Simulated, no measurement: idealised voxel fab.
Process module, titled voxel transistor to metal
It is cross-section cut that appears here, measuring 145 nm in width, its square cells being 5 nm in size.
Cross-section, as written here: a square-cell grid given band by band from the top down, where a band holds one or more rows of cells. Within each band entry, the heights of the top and of the bottom of the band appear first, in that order and in nm; the materials of the band then follow from left to right, each with its corresponding width in nm. The designation "full width" on a single material indicates that it fills the band from edge to edge; the designation "blank" indicates empty space. Note: height 0 marks the level under which the wafer is uniformly one material as received. Lowest band unbounded below, written "0..down". Think of "30..40" as a width that walks from the first number to the second as you go down the band, top row to bottom row, taking equal-sized steps from row to row. What does "nothing got changed" mean for a step? It means no cell of the cross-section changed in that step. Reported under the label "Sealed internal voids" are the empty spaces having no open way to the top and comprising 8 cells or more; the notation for each is width x height at distance, in which the distance is measured from the left edge and all three values are in nm. On a step's line, text after the settings is the simulator commenting on that step. overlay nm: mask offset rightward from planned place, masked step; negative means leftward offset.

## plan
| 1 | RECEIVE: material Si |
| 2 | CONFORMAL_DEP: material SiO2, thk nm 5 |
| 3 | CONFORMAL_DEP: material SiN, thk nm 15 |
| 4 | DIRECTIONAL_DEP: material aC, thk nm 10 |
| 5 | PATTERN: tone cover, mask id ACTIVE, material resist, width nm 100, thk nm 25, overlay nm 0 |
| 6 | DIRECTIONAL_ETCH: etch materials aC, depth nm 10 |
| 7 | STRIP: etch materials resist |
| 8 | DIRECTIONAL_ETCH: etch materials SiN, depth nm 15 |
| 9 | DIRECTIONAL_ETCH: etch materials SiO2, depth nm 5 |
| 10 | DIRECTIONAL_ETCH: etch materials Si, depth nm 20 |
| 11 | STRIP: etch materials aC |
| 12 | FILL_DEP: material SiO2, thk nm 15 |
| 13 | CMP: height nm 20 |
| 14 | SELECTIVE_ETCH: etch materials SiO2, depth nm 15 |
| 15 | STRIP: etch materials SiN |
| 16 | SELECTIVE_ETCH: etch materials SiO2, depth nm 5 |
| 17 | OXIDIZE: depth nm 5 |
| 18 | DIRECTIONAL_DEP: material polySi, thk nm 25 |
| 19 | DIRECTIONAL_DEP: material SiCN, thk nm 10 |
| 20 | MASKED_ETCH: tone cover, mask id GATE, width nm 20, etch materials SiCN, depth nm 20, overlay nm 0 |
| 21 | MASKED_ETCH: tone cover, mask id GATE, width nm 20, etch materials polySi, depth nm 35, overlay nm 0 |
| 22 | CONFORMAL_DEP: material SiO2, thk nm 5 |
| 23 | DIRECTIONAL_ETCH: etch materials SiO2, depth nm 5 |
| 24 | CONFORMAL_DEP: material SiN, thk nm 10 |
| 25 | DIRECTIONAL_ETCH: etch materials SiN, depth nm 10 |
| 26 | DIRECTIONAL_ETCH: etch materials SiO2, depth nm 5 |
| 27 | DIRECTIONAL_ETCH: etch materials Si, depth nm 5 |
| 28 | EPI: material pSi, thk nm 10 |
| 29 | FILL_DEP: material SiO2, thk nm 10 |
| 30 | CMP: height nm 35 |
| 31 | DIRECTIONAL_DEP: material SiO2, thk nm 15 |
| 32 | MASKED_ETCH: tone open, mask id CONTACT, width nm 20, pitch nm 70, etch materials SiO2, depth nm 50, overlay nm 0 |
| 33 | CONFORMAL_DEP: material TiN, thk nm 5 |
| 34 | FILL_DEP: material W, thk nm 10 |
| 35 | CMP: height nm 50 |
| 36 | CONFORMAL_DEP: material SiN, thk nm 5 |
| 37 | DIRECTIONAL_DEP: material lowk, thk nm 15 |
| 38 | MASKED_ETCH: tone open, mask id METAL_1, width nm 20, pitch nm 70, etch materials lowk, depth nm 15, overlay nm 0 |
| 39 | MASKED_ETCH: tone open, mask id METAL_1, width nm 20, pitch nm 70, etch materials SiN, depth nm 5, overlay nm 0 |
| 40 | CONFORMAL_DEP: material TiN, thk nm 5 |
| 41 | FILL_DEP: material Cu, thk nm 10 |
| 42 | CMP: height nm 70 |
| 43 | CONFORMAL_DEP: material SiCN, thk nm 5 |
| 44 | DIRECTIONAL_DEP: material lowk, thk nm 30 |
| 45 | DIRECTIONAL_DEP: material aC, thk nm 10 |
| 46 | PATTERN: tone open, mask id METAL_2, material resist, width nm 20, pitch nm 70, thk nm 30, overlay nm 0 |
| 47 | DIRECTIONAL_ETCH: etch materials aC, depth nm 10 |
| 48 | STRIP: etch materials resist |
| 49 | DIRECTIONAL_ETCH: etch materials lowk, depth nm 15 |
| 50 | STRIP: etch materials aC |
| 51 | DIRECTIONAL_DEP: material aC, thk nm 10 |
| 52 | PATTERN: tone open, mask id METAL_2_HOLES, material resist, width nm 15, pitch nm 70, thk nm 30, overlay nm 0 |
| 53 | DIRECTIONAL_ETCH: etch materials aC, depth nm 10 |
| 54 | STRIP: etch materials resist |
| 55 | DIRECTIONAL_ETCH: etch materials lowk, depth nm 15 |
| 56 | DIRECTIONAL_ETCH: etch materials SiCN, depth nm 5 |
| 57 | STRIP: etch materials aC |
| 58 | CONFORMAL_DEP: material TiN, thk nm 5 |
| 59 | FILL_DEP: material Ru, thk nm 10 |
| 60 | CMP: height nm 105 |
| 61 | CONFORMAL_DEP: material SiCN, thk nm 5 |

## Step 1 complete: cross-section of the wafer as received
  0..down  Si full width
  Sealed internal voids: none

## First of two wafers at the end of the module, shown in cross-section; run carried out as planned
  110..105  SiCN full width
  105..95  25 lowk, then 5 TiN, then 10 Ru, then 5 TiN, then 50 lowk, then 5 TiN, then 10 Ru, then 5 TiN, then 30 lowk
  95..90  25 lowk, then 5 TiN, then 5 Ru, then 10 TiN, then 50 lowk, then 5 TiN, then 5 Ru, then 10 TiN, then 30 lowk
  90..75  25 lowk, then 5 TiN, then 5 Ru, then 5 TiN, then 55 lowk, then 5 TiN, then 5 Ru, then 5 TiN, then 35 lowk
  75..70  25 SiCN, then 15 TiN, then 55 SiCN, then 15 TiN, then 35 SiCN
  70..55  25 lowk, then 5 TiN, then 10 Cu, then 5 TiN, then 50 lowk, then 5 TiN, then 10 Cu, then 5 TiN, then 30 lowk
  55..50  25 SiN, then 20 TiN, then 50 SiN, then 20 TiN, then 30 SiN
  50..35  25 SiO2, then 5 TiN, then 10 W, then 5 TiN, then 50 SiO2, then 5 TiN, then 10 W, then 5 TiN, then 30 SiO2
  35..25  25 SiO2, then 5 TiN, then 10 W, then 5 TiN, then 10 SiN, then 5 SiO2, then 20 SiCN, then 5 SiO2, then 10 SiN, then 5 TiN, then 10 W, then 5 TiN, then 30 SiO2
  25..10  25 SiO2, then 5 TiN, then 10 W, then 5 TiN, then 10 SiN, then 5 SiO2, then 20 polySi, then 5 SiO2, then 10 SiN, then 5 TiN, then 10 W, then 5 TiN, then 30 SiO2
  10..5  25 SiO2, then 20 TiN, then 10 SiN, then 5 SiO2, then 20 polySi, then 5 SiO2, then 10 SiN, then 20 TiN, then 30 SiO2
  5..0  25 SiO2, then 10 TiN, then 10 pSi, then 10 SiN, then 5 SiO2, then 20 polySi, then 5 SiO2, then 10 SiN, then 10 pSi, then 10 TiN, then 30 SiO2
  0..-5  15 SiO2, then 30 pSi, then 50 SiO2, then 30 pSi, then 20 SiO2
  -5..-10  20 SiO2, then 25 pSi, then 50 Si, then 25 pSi, then 25 SiO2
  -10..-20  20 SiO2, then 100 Si, then 25 SiO2
  -20..down  Si full width
  Sealed internal voids: none

## So this is wafer number two of the two, cut at the end of the module - it started where the first did and had the same plan, we just got one thing wrong running it
  110..105  SiCN full width
  105..95  25 lowk, then 5 TiN, then 10 Ru, then 5 TiN, then 50 lowk, then 5 TiN, then 10 Ru, then 5 TiN, then 30 lowk
  95..90  25 lowk, then 5 TiN, then 5 Ru, then 10 TiN, then 50 lowk, then 5 TiN, then 5 Ru, then 10 TiN, then 30 lowk
  90..75  25 lowk, then 5 TiN, then 5 Ru, then 5 TiN, then 55 lowk, then 5 TiN, then 5 Ru, then 5 TiN, then 35 lowk
  75..70  25 SiCN, then 15 TiN, then 55 SiCN, then 15 TiN, then 35 SiCN
  70..55  25 lowk, then 5 TiN, then 10 Cu, then 5 TiN, then 50 lowk, then 5 TiN, then 10 Cu, then 5 TiN, then 30 lowk
  55..50  25 SiN, then 20 TiN, then 50 SiN, then 20 TiN, then 30 SiN
  50..40  25 SiO2, then 5 TiN, then 10 W, then 5 TiN, then 50 SiO2, then 5 TiN, then 10 W, then 5 TiN, then 30 SiO2
  40..35  25 SiO2, then 20 TiN, then 50 SiO2, then 20 TiN, then 30 SiO2
  35..30  45 lowk, then 10 SiN, then 5 lowk, then 20 SiCN, then 5 lowk, then 10 SiN, then 50 lowk
  30..25  45 lowk, then 10 SiN, then 5 SiO2, then 20 SiCN, then 5 SiO2, then 10 SiN, then 50 lowk
  25..5  45 lowk, then 10 SiN, then 5 SiO2, then 20 polySi, then 5 SiO2, then 10 SiN, then 50 lowk
  5..0  35 lowk, then 10 pSi, then 10 SiN, then 5 SiO2, then 20 polySi, then 5 SiO2, then 10 SiN, then 10 pSi, then 40 lowk
  0..-5  15 lowk, then 30 pSi, then 50 SiO2, then 30 pSi, then 20 lowk
  -5..-10  20 SiO2, then 25 pSi, then 50 Si, then 25 pSi, then 25 SiO2
  -10..-20  20 SiO2, then 100 Si, then 25 SiO2
  -20..down  Si full width
  Sealed internal voids: none
Here's what went sideways: off-plan run, step 29, actual operation and settings FILL_DEP: material lowk, thk nm 10
Final difference in cells, second wafer against first, listed per material as more or fewer: SiO2 -86, TiN -28, W -24, lowk +138
